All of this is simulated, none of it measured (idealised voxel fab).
process module | voxel self aligned vias
Xsec cut, 185 nm wide, square cell size 5 nm.
This document writes a cross-section as a grid whose cells are square, and gives it as bands, listed from the top down; one or more rows of cells form a band.
Quick guide to a band line: top height, bottom height (nm) up front; then every material left to right with its width in nm. Only one material and it's marked "everywhere"? Then it fills the band edge to edge. And "empty" just means empty space.
Heights are expressed relative to 0, this being the level below which the as-received wafer comprises one material exclusively. The lowest band is unbounded in the downward direction and is denoted as in "z 0 and below".
A width given as "30..40" starts at the first number in the band's top row and ends at the second number in its bottom row, shifting by an equal amount at every step from row to row.
"nothing got changed" for a step: no cell of the cross-section changed in that step.
Empty spaces without an open route to the top, at least 8 cells in extent, make up the entry "Closed cavities"; each is given as width x height at distance, where the distance is measured from the left edge, and all are in nm.
What comes after the settings on a step's line is commentary from the simulator itself on that step.
overlay nm: mask right of planned place by this much (step with mask). Neg. = left.

[Process steps (planned)]
| 1 | RECEIVE, material Si |
| 2 | CONFORMAL_DEP, material SiO2, thk nm 15 |
| 3 | CONFORMAL_DEP, material SiCN, thk nm 5 |
| 4 | DIRECTIONAL_DEP, material lowk, thk nm 30 |
| 5 | PATTERN, tone open, mask id LINES, material resist, width nm 20, pitch nm 60, thk nm 15, overlay nm -5 |
| 6 | DIRECTIONAL_ETCH, etch materials lowk, depth nm 30 |
| 7 | STRIP, etch materials resist |
| 8 | CONFORMAL_DEP, material TiN, thk nm 5 |
| 9 | FILL_DEP, material Ru, thk nm 10 |
| 10 | CMP, height nm 50 |
| 11 | SELECTIVE_ETCH, etch materials W Ru TiN, depth nm 10 |
| 12 | FILL_DEP, material SiN, thk nm 10 |
| 13 | CMP, height nm 50 |
| 14 | DIRECTIONAL_DEP, material lowk, thk nm 15 |
| 15 | PATTERN, tone open, mask id VIAS, material resist, width nm 30, pitch nm 60, thk nm 20, overlay nm 0 |
| 16 | DIRECTIONAL_ETCH, etch materials lowk, depth nm 15 |
| 17 | DIRECTIONAL_ETCH, etch materials SiN, depth nm 10 |
| 18 | STRIP, etch materials resist |
| 19 | CONFORMAL_DEP, material TiN, thk nm 5 |
| 20 | FILL_DEP, material Ru, thk nm 5 |
| 21 | CMP, height nm 65 |
| 22 | CONFORMAL_DEP, material SiN, thk nm 5 |
Quick note for whoever runs this: the wafers start identical, but the overlay nm at step 5 isn't the same across them. The plan just shows what the first wafer had.

[As-received state after step 1, first of several wafers, cross-section]
> z 0 and below | Si everywhere
> Closed cavities: none

[End of module: cross-section of the first of several wafers after step 22, the last step]
> z 70 to 65 | SiN everywhere
> z 65 to 55 | lowk: 15 | TiN: 5 | Ru: 20 | TiN: 5 | lowk: 30 | TiN: 5 | Ru: 20 | TiN: 5 | lowk: 30 | TiN: 5 | Ru: 20 | TiN: 5 | lowk: 20
> z 55 to 45 | lowk: 15 | TiN: 5 | Ru: 10 | TiN: 15..5 | lowk: 30..40 | TiN: 5 | Ru: 10 | TiN: 15..5 | lowk: 30..40 | TiN: 5 | Ru: 10 | TiN: 15..5 | lowk: 20..30
> z 45 to 40 | lowk: 15 | TiN: 20 | lowk: 40 | TiN: 20 | lowk: 40 | TiN: 20 | lowk: 30
> z 40 to 25 | lowk: 15 | TiN: 5 | Ru: 10 | TiN: 5 | lowk: 40 | TiN: 5 | Ru: 10 | TiN: 5 | lowk: 40 | TiN: 5 | Ru: 10 | TiN: 5 | lowk: 30
> z 25 to 20 | lowk: 15 | TiN: 20 | lowk: 40 | TiN: 20 | lowk: 40 | TiN: 20 | lowk: 30
> z 20 to 15 | SiCN everywhere
> z 15 to 0 | SiO2 everywhere
> z 0 and below | Si everywhere
> Closed cavities: none

[Of the several wafers, the last: cross-section at the end of the module]
> z 70 to 65 | SiN everywhere
> z 65 to 55 | lowk: 15 | TiN: 5 | Ru: 20 | TiN: 5 | lowk: 30 | TiN: 5 | Ru: 20 | TiN: 5 | lowk: 30 | TiN: 5 | Ru: 20 | TiN: 5 | lowk: 20
> z 55 to 50 | lowk: 15 | TiN: 20 | Ru: 5 | TiN: 5 | lowk: 30 | TiN: 20 | Ru: 5 | TiN: 5 | lowk: 30 | TiN: 20 | Ru: 5 | TiN: 5 | lowk: 20
> z 50 to 45 | lowk: 30 | TiN: 5 | Ru: 5 | TiN: 5 | SiN: 5 | lowk: 40 | TiN: 5 | Ru: 5 | TiN: 5 | SiN: 5 | lowk: 40 | TiN: 5 | Ru: 5 | TiN: 5 | SiN: 5 | lowk: 15
> z 45 to 40 | lowk: 30 | TiN: 15 | SiN: 5 | lowk: 40 | TiN: 15 | SiN: 5 | lowk: 40 | TiN: 15 | SiN: 5 | lowk: 15
> z 40 to 25 | lowk: 30 | TiN: 5 | Ru: 10 | TiN: 5 | lowk: 40 | TiN: 5 | Ru: 10 | TiN: 5 | lowk: 40 | TiN: 5 | Ru: 10 | TiN: 5 | lowk: 15
> z 25 to 20 | lowk: 30 | TiN: 20 | lowk: 40 | TiN: 20 | lowk: 40 | TiN: 20 | lowk: 15
> z 20 to 15 | SiCN everywhere
> z 15 to 0 | SiO2 everywhere
> z 0 and below | Si everywhere
> Closed cavities: none

[each wafer at the end: cells of each material gained (+) or lost (-) since it was received, then its closed voids]
overlay nm -5; +54 Ru; +37 SiCN; +37 SiN; +111 SiO2; +72 TiN; +207 lowk; Closed cavities: none
overlay nm 0; +54 Ru; +37 SiCN; +37 SiN; +111 SiO2; +72 TiN; +207 lowk; Closed cavities: none
overlay nm 5; +54 Ru; +37 SiCN; +37 SiN; +111 SiO2; +72 TiN; +207 lowk; Closed cavities: none
overlay nm 10; +48 Ru; +37 SiCN; +43 SiN; +111 SiO2; +72 TiN; +207 lowk; Closed cavities: none
